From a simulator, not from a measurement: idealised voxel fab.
process module | voxel transistor to metal
cross-section cut | 205 nm wide | cells 5 nm
A cross-section is a grid of square cells, given in bands from the top down. A band is one or more rows of cells.
Each band's line starts with the height of the band's top and of its bottom, in nm. Then come its materials from left to right, each with its width in nm. One material with "throughout" fills the band from edge to edge. "air" is empty space.
Height 0 is the level under which the wafer as received is all one material. The lowest band goes on downwards, as in "0 down".
A width such as "30 to 40" changes by the same amount from each row of cells to the next, from the band's top row to its bottom row.
"no change" after a step means that no cell of the cross-section changed.
closed voids: empty space of 8 cells or more with no open way to the top, each as width x height at its distance from the left edge, in nm
after a step's settings: what the simulator itself notes on the step
overlay nm, on a step with a mask: how far to the right of its planned place the mask lay; to the left if negative
Each pair below shows a cross-section before one step and the cross-section after it, down to the lowest band that changed. The line under each pair gives the step between them, with its settings. The pairs can come from different runs of this module on the same starting wafer, so a pair continues from the pair above only where its "before" says so.
before
  0 down: Si throughout
  closed voids: none
after
  0 to -5: SiO2 throughout
  below -5: unchanged
  closed voids: none
the step between: op OXIDIZE | depth nm 5
before: the cross-section after the pair above
after
  15 to 0: SiN throughout
  below 0: unchanged
  closed voids: none
the step between: op CONFORMAL_DEP | material SiN | thk nm 15
before: the cross-section after the pair above
after
  30 to 15: air 50 | resist 100 | air 55
  below 15: unchanged
  closed voids: none
the step between: op PATTERN | tone cover | mask id ACTIVE | material resist | width nm 100 | thk nm 15 | overlay nm 0
before: the cross-section after the pair above
after
  30 to 15: air 50 | resist 100 | air 55
  15 to 0: air 50 | SiN 100 | air 55
  below 0: unchanged
  closed voids: none
the step between: op DIRECTIONAL_ETCH | etch materials SiN | depth nm 15
before: the cross-section after the pair above
after
  30 to 15: air 50 | resist 100 | air 55
  15 to 0: air 50 | SiN 100 | air 55
  0 to -5: air 50 | SiO2 100 | air 55
  below -5: unchanged
  closed voids: none
the step between: op DIRECTIONAL_ETCH | etch materials SiO2 | depth nm 5
before: the cross-section after the pair above
after
  30 to 15: air 50 | resist 100 | air 55
  15 to 0: air 50 | SiN 100 | air 55
  0 to -5: air 50 | SiO2 100 | air 55
  -5 to -35: air 50 | Si 100 | air 55
  below -35: unchanged
  closed voids: none
the step between: op DIRECTIONAL_ETCH | etch materials Si | depth nm 30
before: the cross-section after the pair above
after
  15 to 0: air 50 | SiN 100 | air 55
  below 0: unchanged
  closed voids: none
the step between: op STRIP | etch materials resist
before: the cross-section after the pair above
after
  15 to 0: air 50 | SiN 100 | air 55
  0 to -5: air 50 | SiO2 100 | air 55
  -5 to -35: air 50 | SiO2 5 | Si 90 | SiO2 5 | air 55
  -35 to -40: SiO2 55 | Si 90 | SiO2 60
  below -40: unchanged
  closed voids: none
the step between: op OXIDIZE | depth nm 5
before: the cross-section after the pair above
after
  25 to 15: SiO2 throughout
  15 to 0: SiO2 50 | SiN 100 | SiO2 55
  0 to -5: SiO2 throughout
  -5 to -40: SiO2 55 | Si 90 | SiO2 60
  below -40: unchanged
  closed voids: none
the step between: op FILL_DEP | material SiO2 | thk nm 10
before: the cross-section after the pair above
after
  15 to 0: SiO2 50 | SiN 100 | SiO2 55
  below 0: unchanged
  closed voids: none
the step between: op CMP | height nm 15
before: the cross-section after the pair above
after
  15 to 10: air 50 | SiN 100 | air 55
  below 10: unchanged
  closed voids: none
the step between: op SELECTIVE_ETCH | etch materials SiO2 | depth nm 5
before: the cross-section after the pair above
after
  10 to 0: SiO2 50 | air 100 | SiO2 55
  below 0: unchanged
  closed voids: none
the step between: op STRIP | etch materials SiN
before: the cross-section after the pair above
after
  5 to -5: SiO2 45 | air 110 | SiO2 50
  below -5: unchanged
  closed voids: none
the step between: op SELECTIVE_ETCH | etch materials SiO2 | depth nm 5
before: the cross-section after the pair above
after
  5 to -5: SiO2 45 | air 110 | SiO2 50
  -5 to -10: SiO2 throughout
  below -10: unchanged
  closed voids: none
the step between: op OXIDIZE | depth nm 5
before: the cross-section after the pair above
after
  35 to 25: polySi 45 | air 110 | polySi 50
  25 to 5: polySi throughout
  5 to -5: SiO2 45 | polySi 110 | SiO2 50
  below -5: unchanged
  closed voids: none
the step between: op DIRECTIONAL_DEP | material polySi | thk nm 30
before: the cross-section after the pair above
after
  50 to 40: SiCN 45 | air 110 | SiCN 50
  40 to 35: SiCN throughout
  35 to 25: polySi 45 | SiCN 110 | polySi 50
  below 25: unchanged
  closed voids: none
the step between: op DIRECTIONAL_DEP | material SiCN | thk nm 15
before: the cross-section after the pair above
after
  40 to 35: air 90 | SiCN 20 | air 95
  35 to 25: polySi 45 | air 45 | SiCN 20 | air 45 | polySi 50
  below 25: unchanged
  closed voids: none
the step between: op MASKED_ETCH | tone cover | mask id GATE | width nm 20 | etch materials SiCN | depth nm 25 | overlay nm 0
before: the cross-section after the pair above
after
  40 to 25: air 90 | SiCN 20 | air 95
  25 to 5: air 90 | polySi 20 | air 95
  5 to -5: SiO2 45 | air 45 | polySi 20 | air 45 | SiO2 50
  below -5: unchanged
  closed voids: none
the step between: op MASKED_ETCH | tone cover | mask id GATE | width nm 20 | etch materials polySi | depth nm 40 | overlay nm 0
before: the cross-section after the pair above
after
  50 to 40: air 80 | SiN 40 | air 85
  40 to 25: air 80 | SiN 10 | SiCN 20 | SiN 10 | air 85
  25 to 15: air 80 | SiN 10 | polySi 20 | SiN 10 | air 85
  15 to 5: SiN 55 | air 25 | SiN 10 | polySi 20 | SiN 10 | air 25 | SiN 60
  5 to -5: SiO2 45 | SiN 45 | polySi 20 | SiN 45 | SiO2 50
  below -5: unchanged
  closed voids: none
the step between: op CONFORMAL_DEP | material SiN | thk nm 10
before: the cross-section after the pair above
after
  40 to 25: air 80 | SiN 10 | SiCN 20 | SiN 10 | air 85
  25 to 5: air 80 | SiN 10 | polySi 20 | SiN 10 | air 85
  5 to -5: SiO2 45 | SiN 10 | air 25 | SiN 10 | polySi 20 | SiN 10 | air 25 | SiN 10 | SiO2 50
  below -5: unchanged
  closed voids: none
the step between: op DIRECTIONAL_ETCH | etch materials SiN | depth nm 10
before: the cross-section after the pair above
after
  40 to 25: air 80 | SiN 10 | SiCN 20 | SiN 10 | air 85
  25 to 5: air 80 | SiN 10 | polySi 20 | SiN 10 | air 85
  5 to 0: air 45 | SiN 10 | air 25 | SiN 10 | polySi 20 | SiN 10 | air 25 | SiN 10 | air 50
  0 to -5: SiO2 45 | SiN 10 | air 25 | SiN 10 | polySi 20 | SiN 10 | air 25 | SiN 10 | SiO2 50
  -5 to -10: SiO2 55 | air 25 | SiO2 40 | air 25 | SiO2 60
  below -10: unchanged
  closed voids: none
the step between: op DIRECTIONAL_ETCH | etch materials SiO2 | depth nm 5
before: the cross-section after the pair above
after
  40 to 25: air 80 | SiN 10 | SiCN 20 | SiN 10 | air 85
  25 to 5: air 80 | SiN 10 | polySi 20 | SiN 10 | air 85
  5 to 0: air 45 | SiN 10 | air 25 | SiN 10 | polySi 20 | SiN 10 | air 25 | SiN 10 | air 50
  0 to -5: SiO2 45 | SiN 10 | air 25 | SiN 10 | polySi 20 | SiN 10 | air 25 | SiN 10 | SiO2 50
  -5 to -10: SiO2 55 | air 25 | SiO2 40 | air 25 | SiO2 60
  -10 to -20: SiO2 55 | air 25 | Si 40 | air 25 | SiO2 60
  below -20: unchanged
  closed voids: none
the step between: op DIRECTIONAL_ETCH | etch materials Si | depth nm 10
before: the cross-section after the pair above
after
  40 to 25: air 80 | SiN 10 | SiCN 20 | SiN 10 | air 85
  25 to 5: air 80 | SiN 10 | polySi 20 | SiN 10 | air 85
  5 to 0: air 45 | SiN 10 | air 10 | SiGe 15 | SiN 10 | polySi 20 | SiN 10 | SiGe 15 | air 10 | SiN 10 | air 50
  0 to -5: SiO2 45 | SiN 10 | air 10 | SiGe 15 | SiN 10 | polySi 20 | SiN 10 | SiGe 15 | air 10 | SiN 10 | SiO2 50
  -5 to -10: SiO2 55 | SiGe 25 | SiO2 40 | SiGe 25 | SiO2 60
  -10 to -20: SiO2 55 | SiGe 25 | Si 40 | SiGe 25 | SiO2 60
  below -20: unchanged
  closed voids: none
the step between: op EPI | material SiGe | thk nm 15
before: the cross-section after the pair above
after
  50 to 40: SiO2 throughout
  40 to 25: SiO2 80 | SiN 10 | SiCN 20 | SiN 10 | SiO2 85
  25 to 5: SiO2 80 | SiN 10 | polySi 20 | SiN 10 | SiO2 85
  5 to -5: SiO2 45 | SiN 10 | SiO2 10 | SiGe 15 | SiN 10 | polySi 20 | SiN 10 | SiGe 15 | SiO2 10 | SiN 10 | SiO2 50
  below -5: unchanged
  closed voids: none
the step between: op FILL_DEP | material SiO2 | thk nm 10
before: the cross-section after the pair above
after
  40 to 25: SiO2 80 | SiN 10 | SiCN 20 | SiN 10 | SiO2 85
  below 25: unchanged
  closed voids: none
the step between: op CMP | height nm 40
before: the cross-section after the pair above
after
  50 to 40: SiO2 throughout
  below 40: unchanged
  closed voids: none
the step between: op DIRECTIONAL_DEP | material SiO2 | thk nm 10
before: the cross-section after the pair above
after
  65 to 50: resist 55 | air 20 | resist 50 | air 20 | resist 60
  below 50: unchanged
  closed voids: none
the step between: op PATTERN | tone open | mask id CONTACT | material resist | width nm 20 | pitch nm 70 | thk nm 15 | overlay nm 0
before: the cross-section after the pair above
after
  65 to 50: resist 55 | air 20 | resist 50 | air 20 | resist 60
  50 to 40: SiO2 55 | air 20 | SiO2 50 | air 20 | SiO2 60
  40 to 25: SiO2 55 | air 20 | SiO2 5 | SiN 10 | SiCN 20 | SiN 10 | SiO2 5 | air 20 | SiO2 60
  25 to 5: SiO2 55 | air 20 | SiO2 5 | SiN 10 | polySi 20 | SiN 10 | SiO2 5 | air 20 | SiO2 60
  5 to -5: SiO2 45 | SiN 10 | air 10 | SiGe 15 | SiN 10 | polySi 20 | SiN 10 | SiGe 15 | air 10 | SiN 10 | SiO2 50
  below -5: unchanged
  closed voids: none
the step between: op DIRECTIONAL_ETCH | etch materials SiO2 | depth nm 55
before: the cross-section after the pair above
after
  50 to 40: SiO2 55 | air 20 | SiO2 50 | air 20 | SiO2 60
  below 40: unchanged
  closed voids: none
the step between: op STRIP | etch materials resist
before: the cross-section after the pair above
after
  55 to 50: TiN 60 | air 10 | TiN 60 | air 10 | TiN 65
  50 to 40: SiO2 55 | TiN 5 | air 10 | TiN 5 | SiO2 50 | TiN 5 | air 10 | TiN 5 | SiO2 60
  40 to 25: SiO2 55 | TiN 5 | air 10 | TiN 5 | SiO2 5 | SiN 10 | SiCN 20 | SiN 10 | SiO2 5 | TiN 5 | air 10 | TiN 5 | SiO2 60
  25 to 10: SiO2 55 | TiN 5 | air 10 | TiN 5 | SiO2 5 | SiN 10 | polySi 20 | SiN 10 | SiO2 5 | TiN 5 | air 10 | TiN 5 | SiO2 60
  10 to 5: SiO2 55 | TiN 20 | SiO2 5 | SiN 10 | polySi 20 | SiN 10 | SiO2 5 | TiN 20 | SiO2 60
  5 to -5: SiO2 45 | SiN 10 | TiN 10 | SiGe 15 | SiN 10 | polySi 20 | SiN 10 | SiGe 15 | TiN 10 | SiN 10 | SiO2 50
  below -5: unchanged
  closed voids: none
the step between: op CONFORMAL_DEP | material TiN | thk nm 5
before: the cross-section after the pair above
after
  65 to 55: W throughout
  55 to 50: TiN 60 | W 10 | TiN 60 | W 10 | TiN 65
  50 to 40: SiO2 55 | TiN 5 | W 10 | TiN 5 | SiO2 50 | TiN 5 | W 10 | TiN 5 | SiO2 60
  40 to 25: SiO2 55 | TiN 5 | W 10 | TiN 5 | SiO2 5 | SiN 10 | SiCN 20 | SiN 10 | SiO2 5 | TiN 5 | W 10 | TiN 5 | SiO2 60
  25 to 10: SiO2 55 | TiN 5 | W 10 | TiN 5 | SiO2 5 | SiN 10 | polySi 20 | SiN 10 | SiO2 5 | TiN 5 | W 10 | TiN 5 | SiO2 60
  below 10: unchanged
  closed voids: none
the step between: op FILL_DEP | material W | thk nm 10
before: the cross-section after the pair above
after
  50 to 40: SiO2 55 | TiN 5 | W 10 | TiN 5 | SiO2 50 | TiN 5 | W 10 | TiN 5 | SiO2 60
  below 40: unchanged
  closed voids: none
the step between: op CMP | height nm 50
before: the cross-section after the pair above
after
  55 to 50: TiN throughout
  below 50: unchanged
  closed voids: none
the step between: op DIRECTIONAL_DEP | material TiN | thk nm 5
before: the cross-section after the pair above
after
  80 to 55: Ru throughout
  below 55: unchanged
  closed voids: none
the step between: op DIRECTIONAL_DEP | material Ru | thk nm 25
before: the cross-section after the pair above
after
  80 to 55: air 55 | Ru 20 | air 50 | Ru 20 | air 60
  below 55: unchanged
  closed voids: none
the step between: op MASKED_ETCH | tone cover | mask id METAL_1 | width nm 20 | pitch nm 70 | etch materials Ru | depth nm 25 | overlay nm 0
before: the cross-section after the pair above
after
  80 to 55: air 55 | Ru 20 | air 50 | Ru 20 | air 60
  55 to 50: air 55 | TiN 20 | air 50 | TiN 20 | air 60
  below 50: unchanged
  closed voids: none
the step between: op MASKED_ETCH | tone cover | mask id METAL_1 | width nm 20 | pitch nm 70 | etch materials TiN | depth nm 5 | overlay nm 0
before: the cross-section after the pair above
after
  85 to 80: SiO2 throughout
  80 to 55: SiO2 55 | Ru 20 | SiO2 50 | Ru 20 | SiO2 60
  55 to 50: SiO2 55 | TiN 20 | SiO2 50 | TiN 20 | SiO2 60
  below 50: unchanged
  closed voids: none
the step between: op FILL_DEP | material SiO2 | thk nm 5
before: the cross-section after the pair above
after
  80 to 55: SiO2 55 | Ru 20 | SiO2 50 | Ru 20 | SiO2 60
  below 55: unchanged
  closed voids: none
the step between: op CMP | height nm 80
before: the cross-section after the pair above
after
  85 to 80: SiN throughout
  below 80: unchanged
  closed voids: none
the step between: op CONFORMAL_DEP | material SiN | thk nm 5
before
  65 to 55: W throughout
  55 to 50: TiN 60 | W 10 | TiN 60 | W 10 | TiN 65
  50 to 40: SiO2 55 | TiN 5 | W 10 | TiN 5 | SiO2 50 | TiN 5 | W 10 | TiN 5 | SiO2 60
  40 to 25: SiO2 55 | TiN 5 | W 10 | TiN 5 | SiO2 5 | SiN 10 | SiCN 20 | SiN 10 | SiO2 5 | TiN 5 | W 10 | TiN 5 | SiO2 60
  25 to 10: SiO2 55 | TiN 5 | W 10 | TiN 5 | SiO2 5 | SiN 10 | polySi 20 | SiN 10 | SiO2 5 | TiN 5 | W 10 | TiN 5 | SiO2 60
  10 to 5: SiO2 55 | TiN 20 | SiO2 5 | SiN 10 | polySi 20 | SiN 10 | SiO2 5 | TiN 20 | SiO2 60
  5 to -5: SiO2 45 | SiN 10 | TiN 10 | SiGe 15 | SiN 10 | polySi 20 | SiN 10 | SiGe 15 | TiN 10 | SiN 10 | SiO2 50
  -5 to -10: SiO2 55 | SiGe 25 | SiO2 40 | SiGe 25 | SiO2 60
  -10 to -20: SiO2 55 | SiGe 25 | Si 40 | SiGe 25 | SiO2 60
  -20 to -40: SiO2 55 | Si 90 | SiO2 60
  -40 down: Si throughout
  closed voids: none
after
  70 to 65: TiN throughout
  below 65: unchanged
  closed voids: none
the step between: op DIRECTIONAL_DEP | material TiN | thk nm 5
before: the cross-section after the pair above
after
  95 to 70: Ru throughout
  below 70: unchanged
  closed voids: none
the step between: op DIRECTIONAL_DEP | material Ru | thk nm 25
before: the cross-section after the pair above
after
  95 to 70: air 55 | Ru 20 | air 50 | Ru 20 | air 60
  below 70: unchanged
  closed voids: none
the step between: op MASKED_ETCH | tone cover | mask id METAL_1 | width nm 20 | pitch nm 70 | etch materials Ru | depth nm 25 | overlay nm 0
before: the cross-section after the pair above
after
  95 to 70: air 55 | Ru 20 | air 50 | Ru 20 | air 60
  70 to 65: air 55 | TiN 20 | air 50 | TiN 20 | air 60
  below 65: unchanged
  closed voids: none
the step between: op MASKED_ETCH | tone cover | mask id METAL_1 | width nm 20 | pitch nm 70 | etch materials TiN | depth nm 5 | overlay nm 0
before: the cross-section after the pair above
after
  100 to 95: SiO2 throughout
  95 to 70: SiO2 55 | Ru 20 | SiO2 50 | Ru 20 | SiO2 60
  70 to 65: SiO2 55 | TiN 20 | SiO2 50 | TiN 20 | SiO2 60
  below 65: unchanged
  closed voids: none
the step between: op FILL_DEP | material SiO2 | thk nm 5
before: the cross-section after the pair above
after
  80 to 70: SiO2 55 | Ru 20 | SiO2 50 | Ru 20 | SiO2 60
  below 70: unchanged
  closed voids: none
the step between: op CMP | height nm 80
before: the cross-section after the pair above
after
  85 to 80: SiN throughout
  below 80: unchanged
  closed voids: none
the step between: op CONFORMAL_DEP | material SiN | thk nm 5
before
  40 to 25: air 80 | SiN 10 | SiCN 20 | SiN 10 | air 85
  25 to 5: air 80 | SiN 10 | polySi 20 | SiN 10 | air 85
  5 to 0: air 45 | SiN 10 | air 10 | SiGe 15 | SiN 10 | polySi 20 | SiN 10 | SiGe 15 | air 10 | SiN 10 | air 50
  0 to -5: SiO2 45 | SiN 10 | air 10 | SiGe 15 | SiN 10 | polySi 20 | SiN 10 | SiGe 15 | air 10 | SiN 10 | SiO2 50
  -5 to -10: SiO2 55 | SiGe 25 | SiO2 40 | SiGe 25 | SiO2 60
  -10 to -20: SiO2 55 | SiGe 25 | Si 40 | SiGe 25 | SiO2 60
  -20 to -40: SiO2 55 | Si 90 | SiO2 60
  -40 down: Si throughout
  closed voids: none
after
  40 to 25: air 80 | SiN 10 | SiCN 20 | SiN 10 | air 85
  25 to 20: air 80 | SiN 10 | polySi 20 | SiN 10 | air 85
  20 to 5: air 50 | SiGe 30 | SiN 10 | polySi 20 | SiN 10 | SiGe 30 | air 55
  5 to 0: air 45 | SiN 10 | SiGe 25 | SiN 10 | polySi 20 | SiN 10 | SiGe 25 | SiN 10 | air 50
  0 to -5: SiO2 45 | SiN 10 | SiGe 25 | SiN 10 | polySi 20 | SiN 10 | SiGe 25 | SiN 10 | SiO2 50
  below -5: unchanged
  closed voids: none
the step between: op EPI | material SiGe | thk nm 15
before: the cross-section after the pair above
after
  50 to 40: SiO2 throughout
  40 to 25: SiO2 80 | SiN 10 | SiCN 20 | SiN 10 | SiO2 85
  25 to 20: SiO2 80 | SiN 10 | polySi 20 | SiN 10 | SiO2 85
  20 to 5: SiO2 50 | SiGe 30 | SiN 10 | polySi 20 | SiN 10 | SiGe 30 | SiO2 55
  5 to -5: SiO2 45 | SiN 10 | SiGe 25 | SiN 10 | polySi 20 | SiN 10 | SiGe 25 | SiN 10 | SiO2 50
  below -5: unchanged
  closed voids: none
the step between: op FILL_DEP | material SiO2 | thk nm 10
before: the cross-section after the pair above
after
  40 to 25: SiO2 80 | SiN 10 | SiCN 20 | SiN 10 | SiO2 85
  below 25: unchanged
  closed voids: none
the step between: op CMP | height nm 40
before: the cross-section after the pair above
after
  50 to 40: SiO2 throughout
  below 40: unchanged
  closed voids: none
the step between: op DIRECTIONAL_DEP | material SiO2 | thk nm 10
before: the cross-section after the pair above
after
  65 to 50: resist 55 | air 20 | resist 50 | air 20 | resist 60
  below 50: unchanged
  closed voids: none
the step between: op PATTERN | tone open | mask id CONTACT | material resist | width nm 20 | pitch nm 70 | thk nm 15 | overlay nm 0
before: the cross-section after the pair above
after
  65 to 50: resist 55 | air 20 | resist 50 | air 20 | resist 60
  50 to 40: SiO2 55 | air 20 | SiO2 50 | air 20 | SiO2 60
  40 to 25: SiO2 55 | air 20 | SiO2 5 | SiN 10 | SiCN 20 | SiN 10 | SiO2 5 | air 20 | SiO2 60
  25 to 20: SiO2 55 | air 20 | SiO2 5 | SiN 10 | polySi 20 | SiN 10 | SiO2 5 | air 20 | SiO2 60
  below 20: unchanged
  closed voids: none
the step between: op DIRECTIONAL_ETCH | etch materials SiO2 | depth nm 55
before: the cross-section after the pair above
after
  50 to 40: SiO2 55 | air 20 | SiO2 50 | air 20 | SiO2 60
  below 40: unchanged
  closed voids: none
the step between: op STRIP | etch materials resist
before: the cross-section after the pair above
after
  55 to 50: TiN 60 | air 10 | TiN 60 | air 10 | TiN 65
  50 to 40: SiO2 55 | TiN 5 | air 10 | TiN 5 | SiO2 50 | TiN 5 | air 10 | TiN 5 | SiO2 60
  40 to 25: SiO2 55 | TiN 5 | air 10 | TiN 5 | SiO2 5 | SiN 10 | SiCN 20 | SiN 10 | SiO2 5 | TiN 5 | air 10 | TiN 5 | SiO2 60
  25 to 20: SiO2 55 | TiN 20 | SiO2 5 | SiN 10 | polySi 20 | SiN 10 | SiO2 5 | TiN 20 | SiO2 60
  below 20: unchanged
  closed voids: none
the step between: op CONFORMAL_DEP | material TiN | thk nm 5
before: the cross-section after the pair above
after
  65 to 55: W throughout
  55 to 50: TiN 60 | W 10 | TiN 60 | W 10 | TiN 65
  50 to 40: SiO2 55 | TiN 5 | W 10 | TiN 5 | SiO2 50 | TiN 5 | W 10 | TiN 5 | SiO2 60
  40 to 25: SiO2 55 | TiN 5 | W 10 | TiN 5 | SiO2 5 | SiN 10 | SiCN 20 | SiN 10 | SiO2 5 | TiN 5 | W 10 | TiN 5 | SiO2 60
  below 25: unchanged
  closed voids: none
the step between: op FILL_DEP | material W | thk nm 10
before: the cross-section after the pair above
after
  50 to 40: SiO2 55 | TiN 5 | W 10 | TiN 5 | SiO2 50 | TiN 5 | W 10 | TiN 5 | SiO2 60
  below 40: unchanged
  closed voids: none
the step between: op CMP | height nm 50
before: the cross-section after the pair above
after
  55 to 50: TiN throughout
  below 50: unchanged
  closed voids: none
the step between: op DIRECTIONAL_DEP | material TiN | thk nm 5
before: the cross-section after the pair above
after
  80 to 55: Ru throughout
  below 55: unchanged
  closed voids: none
the step between: op DIRECTIONAL_DEP | material Ru | thk nm 25
before: the cross-section after the pair above
after
  80 to 55: air 55 | Ru 20 | air 50 | Ru 20 | air 60
  below 55: unchanged
  closed voids: none
the step between: op MASKED_ETCH | tone cover | mask id METAL_1 | width nm 20 | pitch nm 70 | etch materials Ru | depth nm 25 | overlay nm 0
before: the cross-section after the pair above
after
  80 to 55: air 55 | Ru 20 | air 50 | Ru 20 | air 60
  55 to 50: air 55 | TiN 20 | air 50 | TiN 20 | air 60
  below 50: unchanged
  closed voids: none
the step between: op MASKED_ETCH | tone cover | mask id METAL_1 | width nm 20 | pitch nm 70 | etch materials TiN | depth nm 5 | overlay nm 0
before: the cross-section after the pair above
after
  85 to 80: SiO2 throughout
  80 to 55: SiO2 55 | Ru 20 | SiO2 50 | Ru 20 | SiO2 60
  55 to 50: SiO2 55 | TiN 20 | SiO2 50 | TiN 20 | SiO2 60
  below 50: unchanged
  closed voids: none
the step between: op FILL_DEP | material SiO2 | thk nm 5
before: the cross-section after the pair above
after
  80 to 55: SiO2 55 | Ru 20 | SiO2 50 | Ru 20 | SiO2 60
  below 55: unchanged
  closed voids: none
the step between: op CMP | height nm 80
before: the cross-section after the pair above
after
  85 to 80: SiN throughout
  below 80: unchanged
  closed voids: none
the step between: op CONFORMAL_DEP | material SiN | thk nm 5
before
  15 to 10: air 50 | SiN 100 | air 55
  10 to 0: SiO2 50 | SiN 100 | SiO2 55
  0 to -5: SiO2 throughout
  -5 to -40: SiO2 55 | Si 90 | SiO2 60
  -40 down: Si throughout
  closed voids: none
after
  15 to 5: air 50 | SiN 100 | air 55
  below 5: unchanged
  closed voids: none
the step between: op SELECTIVE_ETCH | etch materials SiO2 | depth nm 5
before: the cross-section after the pair above
after
  5 to 0: SiO2 50 | air 100 | SiO2 55
  below 0: unchanged
  closed voids: none
the step between: op STRIP | etch materials SiN
before: the cross-section after the pair above
after
  35 to 30: polySi 50 | air 100 | polySi 55
  30 to 5: polySi throughout
  5 to 0: SiO2 50 | polySi 100 | SiO2 55
  below 0: unchanged
  closed voids: none
the step between: op DIRECTIONAL_DEP | material polySi | thk nm 30
before: the cross-section after the pair above
after
  50 to 45: SiCN 50 | air 100 | SiCN 55
  45 to 35: SiCN throughout
  35 to 30: polySi 50 | SiCN 100 | polySi 55
  below 30: unchanged
  closed voids: none
the step between: op DIRECTIONAL_DEP | material SiCN | thk nm 15
before: the cross-section after the pair above
after
  45 to 35: air 90 | SiCN 20 | air 95
  35 to 30: polySi 50 | air 40 | SiCN 20 | air 40 | polySi 55
  below 30: unchanged
  closed voids: none
the step between: op MASKED_ETCH | tone cover | mask id GATE | width nm 20 | etch materials SiCN | depth nm 25 | overlay nm 0
before: the cross-section after the pair above
after
  45 to 30: air 90 | SiCN 20 | air 95
  30 to 5: air 90 | polySi 20 | air 95
  5 to 0: SiO2 50 | air 40 | polySi 20 | air 40 | SiO2 55
  below 0: unchanged
  closed voids: none
the step between: op MASKED_ETCH | tone cover | mask id GATE | width nm 20 | etch materials polySi | depth nm 40 | overlay nm 0
before: the cross-section after the pair above
after
  55 to 45: air 80 | SiN 40 | air 85
  45 to 30: air 80 | SiN 10 | SiCN 20 | SiN 10 | air 85
  30 to 15: air 80 | SiN 10 | polySi 20 | SiN 10 | air 85
  15 to 10: SiN 60 | air 20 | SiN 10 | polySi 20 | SiN 10 | air 20 | SiN 65
  10 to 5: SiN 90 | polySi 20 | SiN 95
  5 to 0: SiO2 50 | SiN 40 | polySi 20 | SiN 40 | SiO2 55
  below 0: unchanged
  closed voids: none
the step between: op CONFORMAL_DEP | material SiN | thk nm 10
before: the cross-section after the pair above
after
  45 to 30: air 80 | SiN 10 | SiCN 20 | SiN 10 | air 85
  30 to 5: air 80 | SiN 10 | polySi 20 | SiN 10 | air 85
  5 to 0: SiO2 50 | SiN 10 | air 20 | SiN 10 | polySi 20 | SiN 10 | air 20 | SiN 10 | SiO2 55
  below 0: unchanged
  closed voids: none
the step between: op DIRECTIONAL_ETCH | etch materials SiN | depth nm 10
before: the cross-section after the pair above
after
  45 to 30: air 80 | SiN 10 | SiCN 20 | SiN 10 | air 85
  30 to 5: air 80 | SiN 10 | polySi 20 | SiN 10 | air 85
  5 to 0: air 50 | SiN 10 | air 20 | SiN 10 | polySi 20 | SiN 10 | air 20 | SiN 10 | air 55
  0 to -5: SiO2 60 | air 20 | SiO2 40 | air 20 | SiO2 65
  below -5: unchanged
  closed voids: none
the step between: op DIRECTIONAL_ETCH | etch materials SiO2 | depth nm 5
before: the cross-section after the pair above
after
  45 to 30: air 80 | SiN 10 | SiCN 20 | SiN 10 | air 85
  30 to 5: air 80 | SiN 10 | polySi 20 | SiN 10 | air 85
  5 to 0: air 50 | SiN 10 | air 20 | SiN 10 | polySi 20 | SiN 10 | air 20 | SiN 10 | air 55
  0 to -5: SiO2 60 | air 20 | SiO2 40 | air 20 | SiO2 65
  -5 to -15: SiO2 55 | Si 5 | air 20 | Si 40 | air 20 | Si 5 | SiO2 60
  below -15: unchanged
  closed voids: none
the step between: op DIRECTIONAL_ETCH | etch materials Si | depth nm 10
before: the cross-section after the pair above
after
  45 to 30: air 80 | SiN 10 | SiCN 20 | SiN 10 | air 85
  30 to 10: air 80 | SiN 10 | polySi 20 | SiN 10 | air 85
  10 to 5: air 55 | SiGe 25 | SiN 10 | polySi 20 | SiN 10 | SiGe 25 | air 60
  5 to 0: air 50 | SiN 10 | SiGe 20 | SiN 10 | polySi 20 | SiN 10 | SiGe 20 | SiN 10 | air 55
  0 to -5: SiO2 60 | SiGe 20 | SiO2 40 | SiGe 20 | SiO2 65
  -5 to -15: SiO2 55 | Si 5 | SiGe 20 | Si 40 | SiGe 20 | Si 5 | SiO2 60
  below -15: unchanged
  closed voids: none
the step between: op EPI | material SiGe | thk nm 15
before: the cross-section after the pair above
after
  55 to 45: SiO2 throughout
  45 to 30: SiO2 80 | SiN 10 | SiCN 20 | SiN 10 | SiO2 85
  30 to 10: SiO2 80 | SiN 10 | polySi 20 | SiN 10 | SiO2 85
  10 to 5: SiO2 55 | SiGe 25 | SiN 10 | polySi 20 | SiN 10 | SiGe 25 | SiO2 60
  5 to 0: SiO2 50 | SiN 10 | SiGe 20 | SiN 10 | polySi 20 | SiN 10 | SiGe 20 | SiN 10 | SiO2 55
  below 0: unchanged
  closed voids: none
the step between: op FILL_DEP | material SiO2 | thk nm 10
before: the cross-section after the pair above
after
  40 to 30: SiO2 80 | SiN 10 | SiCN 20 | SiN 10 | SiO2 85
  below 30: unchanged
  closed voids: none
the step between: op CMP | height nm 40
before: the cross-section after the pair above
after
  50 to 40: SiO2 throughout
  below 40: unchanged
  closed voids: none
the step between: op DIRECTIONAL_DEP | material SiO2 | thk nm 10
before: the cross-section after the pair above
after
  65 to 50: resist 55 | air 20 | resist 50 | air 20 | resist 60
  below 50: unchanged
  closed voids: none
the step between: op PATTERN | tone open | mask id CONTACT | material resist | width nm 20 | pitch nm 70 | thk nm 15 | overlay nm 0
before: the cross-section after the pair above
after
  65 to 50: resist 55 | air 20 | resist 50 | air 20 | resist 60
  50 to 40: SiO2 55 | air 20 | SiO2 50 | air 20 | SiO2 60
  40 to 30: SiO2 55 | air 20 | SiO2 5 | SiN 10 | SiCN 20 | SiN 10 | SiO2 5 | air 20 | SiO2 60
  30 to 10: SiO2 55 | air 20 | SiO2 5 | SiN 10 | polySi 20 | SiN 10 | SiO2 5 | air 20 | SiO2 60
  below 10: unchanged
  closed voids: none
the step between: op DIRECTIONAL_ETCH | etch materials SiO2 | depth nm 55
before: the cross-section after the pair above
after
  50 to 40: SiO2 55 | air 20 | SiO2 50 | air 20 | SiO2 60
  below 40: unchanged
  closed voids: none
the step between: op STRIP | etch materials resist
before: the cross-section after the pair above
after
  55 to 50: TiN 60 | air 10 | TiN 60 | air 10 | TiN 65
  50 to 40: SiO2 55 | TiN 5 | air 10 | TiN 5 | SiO2 50 | TiN 5 | air 10 | TiN 5 | SiO2 60
  40 to 30: SiO2 55 | TiN 5 | air 10 | TiN 5 | SiO2 5 | SiN 10 | SiCN 20 | SiN 10 | SiO2 5 | TiN 5 | air 10 | TiN 5 | SiO2 60
  30 to 15: SiO2 55 | TiN 5 | air 10 | TiN 5 | SiO2 5 | SiN 10 | polySi 20 | SiN 10 | SiO2 5 | TiN 5 | air 10 | TiN 5 | SiO2 60
  15 to 10: SiO2 55 | TiN 20 | SiO2 5 | SiN 10 | polySi 20 | SiN 10 | SiO2 5 | TiN 20 | SiO2 60
  below 10: unchanged
  closed voids: none
the step between: op CONFORMAL_DEP | material TiN | thk nm 5
